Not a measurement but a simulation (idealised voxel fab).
The following is a process module called voxel released beams.
Section shown: cut. Width: 205 nm. Cell size: 5 nm, square.
Just so we're on the same page, the cross-sections are grids of square cells, and they're listed out in bands top to bottom, each band one or more rows deep. This entry defines a band. It first specifies the height of the band's top and the height of its bottom in nm, and then specifies the band's materials from left to right, stating each material with its width in nm. The word "edge to edge" identifies a single material that fills the band from edge to edge, while the word "blank" identifies empty space. The level at which height equals 0 is the one under which the wafer, as it arrives, is entirely one material. No lower edge exists for the bottom band, which continues downward and is notated as in "0..down". A width such as "30->40" changes by the same amount from each row of cells to the next, from the band's top row to its bottom row. "no change occurred" for a step: no cell of the cross-section changed in that step. Enclosed voids (no open way to top), threshold 8 cells or more, entry "Tabulated closed voids", notation width x height at distance, distance from left edge, nm. What comes after the settings on a step's line is commentary from the simulator itself on that step. "overlay nm" on a masked step: distance the mask lay right of its planned place, negative for left.
## The steps planned for the process are as follows
1. RECEIVE [material Si]
2. CONFORMAL_DEP [material SiN] [thk nm 10]
3. DIRECTIONAL_DEP [material SiO2] [thk nm 20]
4. MASKED_ETCH [tone open] [mask id ANCHOR] [width nm 30] [etch materials SiO2] [depth nm 20] [overlay nm 0]
5. CONFORMAL_DEP [material W] [thk nm 10]
6. MASKED_ETCH [tone cover] [mask id BEAM] [width nm 85] [etch materials W] [depth nm 10] [overlay nm 0]
7. STRIP [etch materials SiO2]
## Wafer as received: cross-section following step 1
0..down: Si edge to edge
Tabulated closed voids: none
## Cross-sectional view of the first of the two wafers upon completion of the module, processed in accordance with the plan
40..30: blank=55 / W=15 / blank=10 / W=60 / blank=65
30..20: blank=60 / W=10 / blank=10 / W=10 / blank=115
20..10: blank=60 / W=30 / blank=115
10..0: SiN edge to edge
0..down: Si edge to edge
Tabulated closed voids: none
## Wafer two cross-section, module end. Start and plan unchanged from wafer one; one mistake made during the run
30..10: blank=60 / W=10 / blank=10 / W=10 / blank=115
10..0: SiN edge to edge
0..down: Si edge to edge
Tabulated closed voids: none
What broke from the plan during processing? for step 6, the planned setting was not used; the step was instead run as MASKED_ETCH [tone open] [mask id BEAM] [width nm 85] [etch materials W] [depth nm 10] [overlay nm 0]
It is noted that, at the conclusion of processing, the second wafer exhibits a higher or lower cell count for certain materials relative to the first: -34 W
